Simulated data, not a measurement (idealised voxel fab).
The document below concerns the process module designated voxel transistor to metal.
Cross-sectional view cut (width: 270 nm; square cell size: 5 nm).
Think of the cross-section as a grid of square cells. We describe it in bands, top to bottom, and each band covers one or more rows of those cells.
It is stipulated that each band's entry specify, in nanometres, the height of the top of the band and then that of its bottom, followed by the materials of the band in left-to-right sequence, each together with its width in nanometres. A single material marked by the word "throughout" is understood to fill the band from edge to edge; the word "blank" is understood to denote empty space.
Counting heights begins at 0, where everything beneath is, in the wafer as received, one material. The lowest band has no bottom; it goes on downwards, as "0 -> down" shows.
Width spec "30..40" -> top row of cells at first value, bottom row at second value, equal per-row change in between.
Any step labelled "nothing altered" changed none of the cells in the cross-section.
The list in "Sealed-off cavities" covers empty spaces of 8 cells or more that cannot reach the top through any open way, and it gives each as width x height at distance; the distance is from the left edge, and width, height and distance are in nm.
Where a step's line continues beyond its settings, the continuation is a remark by the simulator itself on that step.
overlay nm: step with mask; distance mask lay right of planned place; negative value = left of planned place.
Everything after this point is organized in pairs: a cross-section before one process step, a cross-section after it that shows only as deep as the lowest changed band, and, under the pair, the intervening step with its settings. Because different runs of this module on the same starting wafer can supply different pairs, a pair continues from the pair above it only if its entry headed "Before the step" says so.

Before the step
85 -> 80 | 15 blank  30 SiN  45 blank  30 SiN  30 blank  30 SiN  45 blank  30 SiN  15 blank
80 -> 60 | 15 blank  5 SiN  20 W  5 SiN  45 blank  5 SiN  20 W  5 SiN  30 blank  5 SiN  20 W  5 SiN  45 blank  5 SiN  20 W  5 SiN  15 blank
60 -> 55 | 20 SiN  20 TiN  55 SiN  20 TiN  40 SiN  20 TiN  55 SiN  20 TiN  20 SiN
55 -> 45 | 15 SiO2  5 TiN  25 W  5 TiN  25 SiO2  5 TiN  25 W  5 TiN  40 SiO2  5 TiN  25 W  5 TiN  25 SiO2  5 TiN  25 W  5 TiN  25 SiO2
45 -> 40 | 15 SiO2  5 TiN  25 W  5 TiN  25 SiO2  10 TiN  20 W  5 TiN  40 SiO2  5 TiN  25 W  5 TiN  25 SiO2  10 TiN  20 W  5 TiN  25 SiO2
40 -> 25 | 15 SiO2  5 TiN  25 W  5 TiN  5 SiO2  5 SiN  15 SiCN  5 SiN  5 TiN  20 W  5 TiN  40 SiO2  5 TiN  25 W  5 TiN  5 SiO2  5 SiN  15 SiCN  5 SiN  5 TiN  20 W  5 TiN  25 SiO2
25 -> 20 | 15 SiO2  5 TiN  25 W  5 TiN  5 SiO2  5 SiN  15 polySi  5 SiN  5 TiN  20 W  5 TiN  40 SiO2  5 TiN  25 W  5 TiN  5 SiO2  5 SiN  15 polySi  5 SiN  5 TiN  20 W  5 TiN  25 SiO2
20 -> 15 | 15 SiO2  5 TiN  10 W  20 TiN  5 SiO2  5 SiN  15 polySi  5 SiN  30 TiN  40 SiO2  5 TiN  10 W  20 TiN  5 SiO2  5 SiN  15 polySi  5 SiN  30 TiN  25 SiO2
15 -> 5 | 15 SiO2  5 TiN  10 W  5 TiN  20 pSi  5 SiN  15 polySi  5 SiN  20 pSi  10 TiN  40 SiO2  5 TiN  10 W  5 TiN  20 pSi  5 SiN  15 polySi  5 SiN  20 pSi  10 TiN  25 SiO2
5 -> 0 | 15 SiO2  20 TiN  20 pSi  5 SiN  15 polySi  5 SiN  20 pSi  10 TiN  40 SiO2  20 TiN  20 pSi  5 SiN  15 polySi  5 SiN  20 pSi  10 TiN  25 SiO2
0 -> -5 | 10 SiO2  45 pSi  25 SiO2  45 pSi  20 SiO2  45 pSi  25 SiO2  45 pSi  10 SiO2
-5 -> -20 | 15 SiO2  40 pSi  25 Si  40 pSi  30 SiO2  40 pSi  25 Si  40 pSi  15 SiO2
-20 -> -30 | 15 SiO2  105 Si  30 SiO2  105 Si  15 SiO2
-30 -> down | Si throughout
Sealed-off cavities: none

Result of Step
90 -> 85 | SiO2 throughout
85 -> 80 | 15 SiO2  30 SiN  45 SiO2  30 SiN  30 SiO2  30 SiN  45 SiO2  30 SiN  15 SiO2
80 -> 60 | 15 SiO2  5 SiN  20 W  5 SiN  45 SiO2  5 SiN  20 W  5 SiN  30 SiO2  5 SiN  20 W  5 SiN  45 SiO2  5 SiN  20 W  5 SiN  15 SiO2
No changes below 60.
Sealed-off cavities: none
Between the two cross-sections above, the process step reads FILL_DEP [material SiO2] [thk nm 5]

Before the step: the state before this step is the cross-section shown after the step in the pair just above.

Result of Step
80 -> 60 | 15 SiO2  5 SiN  20 W  5 SiN  45 SiO2  5 SiN  20 W  5 SiN  30 SiO2  5 SiN  20 W  5 SiN  45 SiO2  5 SiN  20 W  5 SiN  15 SiO2
No changes below 60.
Sealed-off cavities: none
Between the two cross-sections above, the process step reads CMP [height nm 80]

Before the step: the state before this step is the cross-section shown after the step in the pair just above.

Result of Step
85 -> 80 | SiCN throughout
No changes below 80.
Sealed-off cavities: none
Between the two cross-sections above, the process step reads CONFORMAL_DEP [material SiCN] [thk nm 5]

Before the step: the state before this step is the cross-section shown after the step in the pair just above.

Result of Step
120 -> 85 | lowk throughout
No changes below 85.
Sealed-off cavities: none
Between the two cross-sections above, the process step reads DIRECTIONAL_DEP [material lowk] [thk nm 35]

Before the step: the state before this step is the cross-section shown after the step in the pair just above.

Result of Step
135 -> 120 | aC throughout
No changes below 120.
Sealed-off cavities: none
Between the two cross-sections above, the process step reads DIRECTIONAL_DEP [material aC] [thk nm 15]

Before the step: the state before this step is the cross-section shown after the step in the pair just above.

Result of Step
170 -> 135 | 20 resist  15 blank  120 resist  15 blank  100 resist
No changes below 135.
Sealed-off cavities: none
Between the two cross-sections above, the process step reads PATTERN [tone open] [mask id METAL_2_HOLES] [material resist] [width nm 15] [pitch nm 135] [thk nm 35] [overlay nm 0]

Before the step: the state before this step is the cross-section shown after the step in the pair just above.

Result of Step
155 -> 135 | 20 resist  15 blank  120 resist  15 blank  100 resist
135 -> 120 | 20 aC  15 blank  120 aC  15 blank  100 aC
No changes below 120.
Sealed-off cavities: none
Between the two cross-sections above, the process step reads DIRECTIONAL_ETCH [etch materials aC] [depth nm 15]

Before the step: the state before this step is the cross-section shown after the step in the pair just above.

Result of Step
135 -> 120 | 20 aC  15 blank  120 aC  15 blank  100 aC
No changes below 120.
Sealed-off cavities: none
Between the two cross-sections above, the process step reads STRIP [etch materials resist]

Before the step: the state before this step is the cross-section shown after the step in the pair just above.

Result of Step
135 -> 120 | 20 aC  15 blank  120 aC  15 blank  100 aC
120 -> 85 | 20 lowk  15 blank  120 lowk  15 blank  100 lowk
No changes below 85.
Sealed-off cavities: none
Between the two cross-sections above, the process step reads DIRECTIONAL_ETCH [etch materials lowk] [depth nm 35]

Before the step: the state before this step is the cross-section shown after the step in the pair just above.

Result of Step
120 -> 85 | 20 lowk  15 blank  120 lowk  15 blank  100 lowk
No changes below 85.
Sealed-off cavities: none
Between the two cross-sections above, the process step reads STRIP [etch materials aC]

Before the step: the state before this step is the cross-section shown after the step in the pair just above.

Result of Step
130 -> 120 | 20 aC  15 blank  120 aC  15 blank  100 aC
120 -> 95 | 20 lowk  15 blank  120 lowk  15 blank  100 lowk
95 -> 85 | 20 lowk  15 aC  120 lowk  15 aC  100 lowk
No changes below 85.
Sealed-off cavities: none
Between the two cross-sections above, the process step reads DIRECTIONAL_DEP [material aC] [thk nm 10]

Before the step: the state before this step is the cross-section shown after the step in the pair just above.

Result of Step
160 -> 130 | 20 resist  20 blank  115 resist  20 blank  95 resist
No changes below 130.
Sealed-off cavities: none
Between the two cross-sections above, the process step reads PATTERN [tone open] [mask id METAL_2] [material resist] [width nm 20] [pitch nm 135] [thk nm 30] [overlay nm 0]

Before the step: the state before this step is the cross-section shown after the step in the pair just above.

Result of Step
150 -> 130 | 20 resist  20 blank  115 resist  20 blank  95 resist
130 -> 120 | 20 aC  20 blank  115 aC  20 blank  95 aC
120 -> 85 | 20 lowk  15 blank  120 lowk  15 blank  100 lowk
No changes below 85.
Sealed-off cavities: none
Between the two cross-sections above, the process step reads DIRECTIONAL_ETCH [etch materials aC] [depth nm 10]

Before the step: the state before this step is the cross-section shown after the step in the pair just above.

Result of Step
130 -> 120 | 20 aC  20 blank  115 aC  20 blank  95 aC
No changes below 120.
Sealed-off cavities: none
Between the two cross-sections above, the process step reads STRIP [etch materials resist]

Before the step: the state before this step is the cross-section shown after the step in the pair just above.

Result of Step
130 -> 120 | 20 aC  20 blank  115 aC  20 blank  95 aC
120 -> 100 | 20 lowk  20 blank  115 lowk  20 blank  95 lowk
No changes below 100.
Sealed-off cavities: none
Between the two cross-sections above, the process step reads DIRECTIONAL_ETCH [etch materials lowk] [depth nm 20]

Before the step: the state before this step is the cross-section shown after the step in the pair just above.

Result of Step
130 -> 120 | 20 aC  20 blank  115 aC  20 blank  95 aC
120 -> 100 | 20 lowk  20 blank  115 lowk  20 blank  95 lowk
100 -> 85 | 20 lowk  15 blank  120 lowk  15 blank  100 lowk
85 -> 80 | 20 SiCN  15 blank  120 SiCN  15 blank  100 SiCN
No changes below 80.
Sealed-off cavities: none
Between the two cross-sections above, the process step reads DIRECTIONAL_ETCH [etch materials SiCN] [depth nm 5]

Before the step: the state before this step is the cross-section shown after the step in the pair just above.

Result of Step
120 -> 100 | 20 lowk  20 blank  115 lowk  20 blank  95 lowk
No changes below 100.
Sealed-off cavities: none
Between the two cross-sections above, the process step reads STRIP [etch materials aC]

Before the step: the state before this step is the cross-section shown after the step in the pair just above.

Result of Step
125 -> 120 | 25 TiN  10 blank  125 TiN  10 blank  100 TiN
120 -> 105 | 20 lowk  5 TiN  10 blank  5 TiN  115 lowk  5 TiN  10 blank  5 TiN  95 lowk
105 -> 100 | 20 lowk  5 TiN  5 blank  10 TiN  115 lowk  5 TiN  5 blank  10 TiN  95 lowk
100 -> 85 | 20 lowk  5 TiN  5 blank  5 TiN  120 lowk  5 TiN  5 blank  5 TiN  100 lowk
85 -> 80 | 20 SiCN  15 TiN  120 SiCN  15 TiN  100 SiCN
No changes below 80.
Sealed-off cavities: none
Between the two cross-sections above, the process step reads CONFORMAL_DEP [material TiN] [thk nm 5]

Before the step: the state before this step is the cross-section shown after the step in the pair just above.

Result of Step
130 -> 125 | Cu throughout
125 -> 120 | 25 TiN  10 Cu  125 TiN  10 Cu  100 TiN
120 -> 105 | 20 lowk  5 TiN  10 Cu  5 TiN  115 lowk  5 TiN  10 Cu  5 TiN  95 lowk
105 -> 100 | 20 lowk  5 TiN  5 Cu  10 TiN  115 lowk  5 TiN  5 Cu  10 TiN  95 lowk
100 -> 85 | 20 lowk  5 TiN  5 Cu  5 TiN  120 lowk  5 TiN  5 Cu  5 TiN  100 lowk
No changes below 85.
Sealed-off cavities: none
Between the two cross-sections above, the process step reads FILL_DEP [material Cu] [thk nm 5]

Before the step: the state before this step is the cross-section shown after the step in the pair just above.

Result of Step
120 -> 105 | 20 lowk  5 TiN  10 Cu  5 TiN  115 lowk  5 TiN  10 Cu  5 TiN  95 lowk
No changes below 105.
Sealed-off cavities: none
Between the two cross-sections above, the process step reads CMP [height nm 120]

Before the step: the state before this step is the cross-section shown after the step in the pair just above.

Result of Step
125 -> 120 | SiCN throughout
No changes below 120.
Sealed-off cavities: none
Between the two cross-sections above, the process step reads CONFORMAL_DEP [material SiCN] [thk nm 5]

Before the step
85 -> 80 | SiCN throughout
80 -> 60 | 15 SiO2  5 SiN  20 W  5 SiN  45 SiO2  5 SiN  20 W  5 SiN  30 SiO2  5 SiN  20 W  5 SiN  45 SiO2  5 SiN  20 W  5 SiN  15 SiO2
60 -> 55 | 20 SiN  20 TiN  55 SiN  20 TiN  40 SiN  20 TiN  55 SiN  20 TiN  20 SiN
55 -> 40 | 20 SiO2  5 TiN  25 W  5 TiN  25 SiO2  5 TiN  25 W  5 TiN  40 SiO2  5 TiN  25 W  5 TiN  25 SiO2  5 TiN  25 W  5 TiN  20 SiO2
40 -> 25 | 20 SiO2  5 TiN  25 W  5 TiN  5 SiN  15 SiCN  5 SiN  5 TiN  25 W  5 TiN  40 SiO2  5 TiN  25 W  5 TiN  5 SiN  15 SiCN  5 SiN  5 TiN  25 W  5 TiN  20 SiO2
25 -> 15 | 20 SiO2  5 TiN  25..5 W  5..25 TiN  5 SiN  15 polySi  5 SiN  5..25 TiN  25..5 W  5 TiN  40 SiO2  5 TiN  25..5 W  5..25 TiN  5 SiN  15 polySi  5 SiN  5..25 TiN  25..5 W  5 TiN  20 SiO2
15 -> 5 | 20 SiO2  5 TiN  5 W  5 TiN  20 pSi  5 SiN  15 polySi  5 SiN  20 pSi  5 TiN  5 W  5 TiN  40 SiO2  5 TiN  5 W  5 TiN  20 pSi  5 SiN  15 polySi  5 SiN  20 pSi  5 TiN  5 W  5 TiN  20 SiO2
5 -> 0 | 20 SiO2  15 TiN  20 pSi  5 SiN  15 polySi  5 SiN  20 pSi  15 TiN  40 SiO2  15 TiN  20 pSi  5 SiN  15 polySi  5 SiN  20 pSi  15 TiN  20 SiO2
0 -> -5 | 10 SiO2  45 pSi  25 SiO2  45 pSi  20 SiO2  45 pSi  25 SiO2  45 pSi  10 SiO2
-5 -> -20 | 15 SiO2  40 pSi  25 Si  40 pSi  30 SiO2  40 pSi  25 Si  40 pSi  15 SiO2
-20 -> -30 | 15 SiO2  105 Si  30 SiO2  105 Si  15 SiO2
-30 -> down | Si throughout
Sealed-off cavities: none

Result of Step
120 -> 85 | polySi throughout
No changes below 85.
Sealed-off cavities: none
Between the two cross-sections above, the process step reads DIRECTIONAL_DEP [material polySi] [thk nm 35]

Before the step: the state before this step is the cross-section shown after the step in the pair just above.

Result of Step
135 -> 120 | aC throughout
No changes below 120.
Sealed-off cavities: none
Between the two cross-sections above, the process step reads DIRECTIONAL_DEP [material aC] [thk nm 15]

Before the step: the state before this step is the cross-section shown after the step in the pair just above.

Result of Step
170 -> 135 | 20 resist  15 blank  120 resist  15 blank  100 resist
No changes below 135.
Sealed-off cavities: none
Between the two cross-sections above, the process step reads PATTERN [tone open] [mask id METAL_2_HOLES] [material resist] [width nm 15] [pitch nm 135] [thk nm 35] [overlay nm 0]

Before the step: the state before this step is the cross-section shown after the step in the pair just above.

Result of Step
155 -> 135 | 20 resist  15 blank  120 resist  15 blank  100 resist
135 -> 120 | 20 aC  15 blank  120 aC  15 blank  100 aC
No changes below 120.
Sealed-off cavities: none
Between the two cross-sections above, the process step reads DIRECTIONAL_ETCH [etch materials aC] [depth nm 15]

Before the step: the state before this step is the cross-section shown after the step in the pair just above.

Result of Step
135 -> 120 | 20 aC  15 blank  120 aC  15 blank  100 aC
No changes below 120.
Sealed-off cavities: none
Between the two cross-sections above, the process step reads STRIP [etch materials resist]

Before the step: the state before this step is the cross-section shown after the step in the pair just above.

Result of Step
120 -> 85 | polySi throughout
No changes below 85.
Sealed-off cavities: none
Between the two cross-sections above, the process step reads STRIP [etch materials aC]

Before the step: the state before this step is the cross-section shown after the step in the pair just above.

Result of Step
130 -> 120 | aC throughout
No changes below 120.
Sealed-off cavities: none
Between the two cross-sections above, the process step reads DIRECTIONAL_DEP [material aC] [thk nm 10]

Before the step: the state before this step is the cross-section shown after the step in the pair just above.

Result of Step
160 -> 130 | 20 resist  20 blank  115 resist  20 blank  95 resist
No changes below 130.
Sealed-off cavities: none
Between the two cross-sections above, the process step reads PATTERN [tone open] [mask id METAL_2] [material resist] [width nm 20] [pitch nm 135] [thk nm 30] [overlay nm 0]

Before the step: the state before this step is the cross-section shown after the step in the pair just above.

Result of Step
150 -> 130 | 20 resist  20 blank  115 resist  20 blank  95 resist
130 -> 120 | 20 aC  20 blank  115 aC  20 blank  95 aC
No changes below 120.
Sealed-off cavities: none
Between the two cross-sections above, the process step reads DIRECTIONAL_ETCH [etch materials aC] [depth nm 10]

Before the step: the state before this step is the cross-section shown after the step in the pair just above.

Result of Step
130 -> 120 | 20 aC  20 blank  115 aC  20 blank  95 aC
No changes below 120.
Sealed-off cavities: none
Between the two cross-sections above, the process step reads STRIP [etch materials resist]

Before the step: the state before this step is the cross-section shown after the step in the pair just above.

Result of Step
120 -> 85 | polySi throughout
No changes below 85.
Sealed-off cavities: none
Between the two cross-sections above, the process step reads STRIP [etch materials aC]

Before the step: the state before this step is the cross-section shown after the step in the pair just above.

Result of Step
125 -> 120 | TiN throughout
No changes below 120.
Sealed-off cavities: none
Between the two cross-sections above, the process step reads CONFORMAL_DEP [material TiN] [thk nm 5]

Before the step: the state before this step is the cross-section shown after the step in the pair just above.

Result of Step
130 -> 125 | Cu throughout
No changes below 125.
Sealed-off cavities: none
Between the two cross-sections above, the process step reads FILL_DEP [material Cu] [thk nm 5]

Before the step: the state before this step is the cross-section shown after the step in the pair just above.

Result of Step
120 -> 85 | polySi throughout
No changes below 85.
Sealed-off cavities: none
Between the two cross-sections above, the process step reads CMP [height nm 120]

Before the step: the state before this step is the cross-section shown after the step in the pair just above.

Result of Step
125 -> 120 | SiCN throughout
No changes below 120.
Sealed-off cavities: none
Between the two cross-sections above, the process step reads CONFORMAL_DEP [material SiCN] [thk nm 5]

Before the step
130 -> 120 | 20 aC  15 blank  120 aC  15 blank  100 aC
120 -> 95 | 20 lowk  15 blank  120 lowk  15 blank  100 lowk
95 -> 85 | 20 lowk  15 aC  120 lowk  15 aC  100 lowk
85 -> 80 | SiCN throughout
80 -> 60 | 15 SiO2  5 SiN  20 W  5 SiN  45 SiO2  5 SiN  20 W  5 SiN  30 SiO2  5 SiN  20 W  5 SiN  45 SiO2  5 SiN  20 W  5 SiN  15 SiO2
60 -> 55 | 20 SiN  20 TiN  55 SiN  20 TiN  40 SiN  20 TiN  55 SiN  20 TiN  20 SiN
55 -> 40 | 20 SiO2  5 TiN  25 W  5 TiN  25 SiO2  5 TiN  25 W  5 TiN  40 SiO2  5 TiN  25 W  5 TiN  25 SiO2  5 TiN  25 W  5 TiN  20 SiO2
40 -> 25 | 20 SiO2  5 TiN  25 W  5 TiN  5 SiN  15 SiCN  5 SiN  5 TiN  25 W  5 TiN  40 SiO2  5 TiN  25 W  5 TiN  5 SiN  15 SiCN  5 SiN  5 TiN  25 W  5 TiN  20 SiO2
25 -> 15 | 20 SiO2  5 TiN  25..5 W  5..25 TiN  5 SiN  15 polySi  5 SiN  5..25 TiN  25..5 W  5 TiN  40 SiO2  5 TiN  25..5 W  5..25 TiN  5 SiN  15 polySi  5 SiN  5..25 TiN  25..5 W  5 TiN  20 SiO2
15 -> 5 | 20 SiO2  5 TiN  5 W  5 TiN  20 pSi  5 SiN  15 polySi  5 SiN  20 pSi  5 TiN  5 W  5 TiN  40 SiO2  5 TiN  5 W  5 TiN  20 pSi  5 SiN  15 polySi  5 SiN  20 pSi  5 TiN  5 W  5 TiN  20 SiO2
5 -> 0 | 20 SiO2  15 TiN  20 pSi  5 SiN  15 polySi  5 SiN  20 pSi  15 TiN  40 SiO2  15 TiN  20 pSi  5 SiN  15 polySi  5 SiN  20 pSi  15 TiN  20 SiO2
0 -> -5 | 10 SiO2  45 pSi  25 SiO2  45 pSi  20 SiO2  45 pSi  25 SiO2  45 pSi  10 SiO2
-5 -> -20 | 15 SiO2  40 pSi  25 Si  40 pSi  30 SiO2  40 pSi  25 Si  40 pSi  15 SiO2
-20 -> -30 | 15 SiO2  105 Si  30 SiO2  105 Si  15 SiO2
-30 -> down | Si throughout
Sealed-off cavities: none

Result of Step
160 -> 130 | 20 blank  20 resist  115 blank  20 resist  95 blank
130 -> 120 | 20 aC  15 resist  120 aC  15 resist  100 aC
120 -> 95 | 20 lowk  15 resist  120 lowk  15 resist  100 lowk
No changes below 95.
Sealed-off cavities: none
Between the two cross-sections above, the process step reads PATTERN [tone cover] [mask id METAL_2] [material resist] [width nm 20] [pitch nm 135] [thk nm 30] [overlay nm 0]

Before the step: the state before this step is the cross-section shown after the step in the pair just above.

Result of Step
150 -> 130 | 20 blank  20 resist  115 blank  20 resist  95 blank
130 -> 120 | 20 blank  15 resist  5 aC  115 blank  15 resist  5 aC  95 blank
No changes below 120.
Sealed-off cavities: none
Between the two cross-sections above, the process step reads DIRECTIONAL_ETCH [etch materials aC] [depth nm 10]

Before the step: the state before this step is the cross-section shown after the step in the pair just above.

Result of Step
130 -> 120 | 35 blank  5 aC  130 blank  5 aC  95 blank
120 -> 95 | 20 lowk  15 blank  120 lowk  15 blank  100 lowk
No changes below 95.
Sealed-off cavities: none
Between the two cross-sections above, the process step reads STRIP [etch materials resist]

Before the step: the state before this step is the cross-section shown after the step in the pair just above.

Result of Step
130 -> 120 | 35 blank  5 aC  130 blank  5 aC  95 blank
120 -> 100 | 35 blank  5 lowk  130 blank  5 lowk  95 blank
No changes below 100.
Sealed-off cavities: none
Between the two cross-sections above, the process step reads DIRECTIONAL_ETCH [etch materials lowk] [depth nm 20]

Before the step: the state before this step is the cross-section shown after the step in the pair just above.

Result of Step
120 -> 100 | 35 blank  5 lowk  130 blank  5 lowk  95 blank
100 -> 85 | 20 lowk  15 blank  120 lowk  15 blank  100 lowk
No changes below 85.
Sealed-off cavities: none
Between the two cross-sections above, the process step reads STRIP [etch materials aC]

Before the step: the state before this step is the cross-section shown after the step in the pair just above.

Result of Step
125 -> 120 | 30 blank  15 TiN  120 blank  15 TiN  90 blank
120 -> 105 | 30 blank  5 TiN  5 lowk  5 TiN  120 blank  5 TiN  5 lowk  5 TiN  90 blank
105 -> 100 | 25 TiN  5 blank  5 TiN  5 lowk  120 TiN  5 blank  5 TiN  5 lowk  95 TiN
100 -> 90 | 20 lowk  5 TiN  5 blank  5 TiN  120 lowk  5 TiN  5 blank  5 TiN  100 lowk
90 -> 85 | 20 lowk  15 TiN  120 lowk  15 TiN  100 lowk
No changes below 85.
Sealed-off cavities: none
Between the two cross-sections above, the process step reads CONFORMAL_DEP [material TiN] [thk nm 5]

Before the step: the state before this step is the cross-section shown after the step in the pair just above.

Result of Step
130 -> 125 | Cu throughout
125 -> 120 | 30 Cu  15 TiN  120 Cu  15 TiN  90 Cu
120 -> 105 | 30 Cu  5 TiN  5 lowk  5 TiN  120 Cu  5 TiN  5 lowk  5 TiN  90 Cu
105 -> 100 | 25 TiN  5 Cu  5 TiN  5 lowk  120 TiN  5 Cu  5 TiN  5 lowk  95 TiN
100 -> 90 | 20 lowk  5 TiN  5 Cu  5 TiN  120 lowk  5 TiN  5 Cu  5 TiN  100 lowk
No changes below 90.
Sealed-off cavities: none
Between the two cross-sections above, the process step reads FILL_DEP [material Cu] [thk nm 5]

Before the step: the state before this step is the cross-section shown after the step in the pair just above.

Result of Step
120 -> 105 | 30 Cu  5 TiN  5 lowk  5 TiN  120 Cu  5 TiN  5 lowk  5 TiN  90 Cu
No changes below 105.
Sealed-off cavities: none
Between the two cross-sections above, the process step reads CMP [height nm 120]

Before the step: the state before this step is the cross-section shown after the step in the pair just above.

Result of Step
125 -> 120 | SiCN throughout
No changes below 120.
Sealed-off cavities: none
Between the two cross-sections above, the process step reads CONFORMAL_DEP [material SiCN] [thk nm 5]
